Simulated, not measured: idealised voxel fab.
The following is a process module called voxel local oxidation.
For reference, the cross-section in this document is cut, with width 270 nm and square cells of 5 nm.
This document writes a cross-section as a grid whose cells are square, and gives it as bands, listed from the top down; one or more rows of cells form a band.
First you get the band's top height and its bottom height, in nm, and then the materials it's made of, left to right, with each width in nm. If you see a single material with "everywhere", that one covers the band edge to edge. "blank" is empty space.
Heights are expressed relative to 0, this being the level below which the as-received wafer comprises one material exclusively. The lowest band is unbounded in the downward direction and is denoted as in "0 nm and below".
Note: "30..40" means the width goes from the first number (top row of the band) to the second number (bottom row) in equal steps per row of cells.
The cross-section has no changed cell in any step marked "stayed the same".
Closed-off voids of 8+ cells (no open route to the top) go in "Trapped voids", written width x height at distance from the left edge, in nm.
after a step's settings: what the simulator itself notes on the step
If you see "overlay nm" on a step's line and that step has a mask, it's telling you how far right of where it was planned the mask ended up; a negative number means it went left instead.

LIST OF PLANNED PROCESS STEPS
1 RECEIVE (material Si)
2 CONFORMAL_DEP (material SiO2; thk nm 5)
3 CONFORMAL_DEP (material SiN; thk nm 15)
4 PATTERN (tone cover; mask id ACTIVE; material resist; width nm 100; thk nm 20; overlay nm 0)
5 DIRECTIONAL_ETCH (etch materials SiN; depth nm 15)
6 STRIP (etch materials resist)
7 SELECTIVE_ETCH (etch materials SiO2; depth nm 5)
8 OXIDIZE (depth nm 10)
9 STRIP (etch materials SiN)

DELIVERED WAFER IN CROSS-SECTION: STATE AFTER STEP 1
    0 nm and below: Si everywhere
    Trapped voids: none

THIS IS HOW THE WAFER LOOKS IN CROSS-SECTION ONCE THE MODULE IS DONE, GIVEN THE STARTING STATE AND PLAN ABOVE AND ONE MISTAKE IN CARRYING THE PLAN OUT
    5 nm to 0 nm: blank: 90, SiO2: 90, blank: 90
    0 nm to -5 nm: SiO2: 95, Si: 80, SiO2: 95
    -5 nm and below: Si everywhere
    Trapped voids: none
Nonconformance to the process plan: note that step 8 departed from the planned setting and was carried out as OXIDIZE (depth nm 5)
